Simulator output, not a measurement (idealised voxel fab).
process module | voxel gate over fins
cross-section cut | 255 nm wide | cells 5 nm
A cross-section is a grid of square cells, given in bands from the top down. A band is one or more rows of cells.
Each band's line starts with the height of the band's top and of its bottom, in nm. Then come its materials from left to right, each with its width in nm. One material with "throughout" fills the band from edge to edge. "air" is empty space.
Height 0 is the level under which the wafer as received is all one material. The lowest band goes on downwards, as in "0 down".
A width such as "30 to 40" changes by the same amount from each row of cells to the next, from the band's top row to its bottom row.
"no change" after a step means that no cell of the cross-section changed.
closed voids: empty space of 8 cells or more with no open way to the top, each as width x height at its distance from the left edge, in nm
after a step's settings: what the simulator itself notes on the step
overlay nm, on a step with a mask: how far to the right of its planned place the mask lay; to the left if negative
plan
1 op RECEIVE | material Si
2 op CONFORMAL_DEP | material SiN | thk nm 5
3 op DIRECTIONAL_DEP | material aC | thk nm 15
4 op PATTERN | tone cover | mask id FINS | material resist | width nm 15 | pitch nm 45 | thk nm 35 | overlay nm 0
5 op DIRECTIONAL_ETCH | etch materials aC | depth nm 15
6 op STRIP | etch materials resist
7 op DIRECTIONAL_ETCH | etch materials SiN | depth nm 5
8 op DIRECTIONAL_ETCH | etch materials Si | depth nm 40
9 op STRIP | etch materials aC
10 op FILL_DEP | material SiO2 | thk nm 10
11 op CMP | height nm 5
12 op SELECTIVE_ETCH | etch materials SiO2 | depth nm 15
13 op STRIP | etch materials SiN
14 op CONFORMAL_DEP | material HfO2 | thk nm 5
15 op CONFORMAL_DEP | material TiN | thk nm 5
16 op CONFORMAL_DEP | material TiAl | thk nm 5
17 op CONFORMAL_DEP | material TiN | thk nm 5
18 op FILL_DEP | material W | thk nm 10
19 op CMP | height nm 25
20 op CONFORMAL_DEP | material SiCN | thk nm 10
as received, after step 1
  0 down: Si throughout
  closed voids: none
a wafer at the end: this start, this plan, one mistake
  35 to 25: SiCN throughout
  25 to 20: W throughout
  20 to 15: W 75 | TiN 100 | W 80
  15 to 10: W 75 | TiN 5 | TiAl 90 | TiN 5 | W 80
  10 to 5: W 75 | TiN 5 | TiAl 5 | TiN 35 | TiAl 10 | TiN 35 | TiAl 5 | TiN 5 | W 80
  5 to 0: W 75 | TiN 5 | TiAl 5 | TiN 5 | HfO2 25 | TiN 5 | TiAl 10 | TiN 5 | HfO2 25 | TiN 5 | TiAl 5 | TiN 5 | W 80
  0 to -5: W 75 | TiN 5 | TiAl 5 | TiN 5 | HfO2 5 | Si 15 | HfO2 5 | TiN 5 | TiAl 10 | TiN 5 | HfO2 5 | Si 15 | HfO2 5 | TiN 5 | TiAl 5 | TiN 5 | W 80
  -5 to -10: TiN 80 | TiAl 5 | TiN 5 | HfO2 5 | Si 15 | HfO2 5 | TiN 5 | TiAl 10 | TiN 5 | HfO2 5 | Si 15 | HfO2 5 | TiN 5 | TiAl 5 | TiN 85
  -10 to -15: TiAl 85 | TiN 5 | HfO2 5 | Si 15 | HfO2 5 | TiN 5 | TiAl 10 | TiN 5 | HfO2 5 | Si 15 | HfO2 5 | TiN 5 | TiAl 90
  -15 to -20: TiN 90 | HfO2 5 | Si 15 | HfO2 5 | TiN 20 | HfO2 5 | Si 15 | HfO2 5 | TiN 95
  -20 to -25: HfO2 95 | Si 15 | HfO2 30 | Si 15 | HfO2 100
  -25 to -40: SiO2 95 | Si 15 | SiO2 30 | Si 15 | SiO2 100
  -40 down: Si throughout
  closed voids: none
what went wrong: step 12 was run twice
